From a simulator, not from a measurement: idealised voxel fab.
process module | voxel wiring stack
cross-section cut | 285 nm wide | cells 5 nm
A cross-section is a grid of square cells, given in bands from the top down. A band is one or more rows of cells.
Each band's line starts with the height of the band's top and of its bottom, in nm. Then come its materials from left to right, each with its width in nm. One material with "throughout" fills the band from edge to edge. "air" is empty space.
Height 0 is the level under which the wafer as received is all one material. The lowest band goes on downwards, as in "0 down".
A width such as "30 to 40" changes by the same amount from each row of cells to the next, from the band's top row to its bottom row.
"no change" after a step means that no cell of the cross-section changed.
closed voids: empty space of 8 cells or more with no open way to the top, each as width x height at its distance from the left edge, in nm
after a step's settings: what the simulator itself notes on the step
overlay nm, on a step with a mask: how far to the right of its planned place the mask lay; to the left if negative
plan
1 op RECEIVE | material Si
2 op CONFORMAL_DEP | material SiO2 | thk nm 15
3 op DIRECTIONAL_DEP | material TiN | thk nm 5
4 op DIRECTIONAL_DEP | material Ru | thk nm 15
5 op MASKED_ETCH | tone cover | mask id METAL_1 | width nm 20 | pitch nm 40 | etch materials Ru | depth nm 15 | overlay nm -15
6 op MASKED_ETCH | tone cover | mask id METAL_1 | width nm 20 | pitch nm 40 | etch materials TiN | depth nm 5 | overlay nm 0
7 op CONFORMAL_DEP | material SiN | thk nm 5
8 op FILL_DEP | material SiO2 | thk nm 5
9 op CMP | height nm 35
10 op CONFORMAL_DEP | material SiCN | thk nm 5
11 op DIRECTIONAL_DEP | material SiO2 | thk nm 30
12 op MASKED_ETCH | tone open | mask id METAL_2 | width nm 20 | pitch nm 40 | etch materials SiO2 | depth nm 20 | overlay nm 0
13 op MASKED_ETCH | tone open | mask id METAL_2_HOLES | width nm 15 | pitch nm 40 | etch materials SiO2 | depth nm 10 | overlay nm 0
14 op MASKED_ETCH | tone open | mask id METAL_2_HOLES | width nm 15 | pitch nm 40 | etch materials SiCN | depth nm 5 | overlay nm 0
15 op CONFORMAL_DEP | material TiN | thk nm 5
16 op FILL_DEP | material Ru | thk nm 10
17 op CMP | height nm 70
18 op CONFORMAL_DEP | material SiCN | thk nm 5
varied across the wafers: overlay nm of step 5. The plan shows the first wafer's value. All wafers start alike
first wafer as received, after step 1
  0 down: Si throughout
  closed voids: none
each wafer at the end: cells of each material gained (+) or lost (-) since it was received, then its closed voids
overlay nm -15 | +84 Ru | +102 SiCN | +62 SiN | +515 SiO2 | +92 TiN | closed voids: none
overlay nm -10 | +84 Ru | +102 SiCN | +65 SiN | +516 SiO2 | +88 TiN | closed voids: none
overlay nm -5 | +84 Ru | +102 SiCN | +65 SiN | +520 SiO2 | +84 TiN | closed voids: none
overlay nm 0 | +84 Ru | +102 SiCN | +65 SiN | +524 SiO2 | +80 TiN | closed voids: none
overlay nm 5 | +84 Ru | +102 SiCN | +65 SiN | +520 SiO2 | +84 TiN | closed voids: none
overlay nm 10 | +84 Ru | +102 SiCN | +65 SiN | +516 SiO2 | +88 TiN | closed voids: none
overlay nm 15 | +84 Ru | +102 SiCN | +62 SiN | +515 SiO2 | +92 TiN | closed voids: none
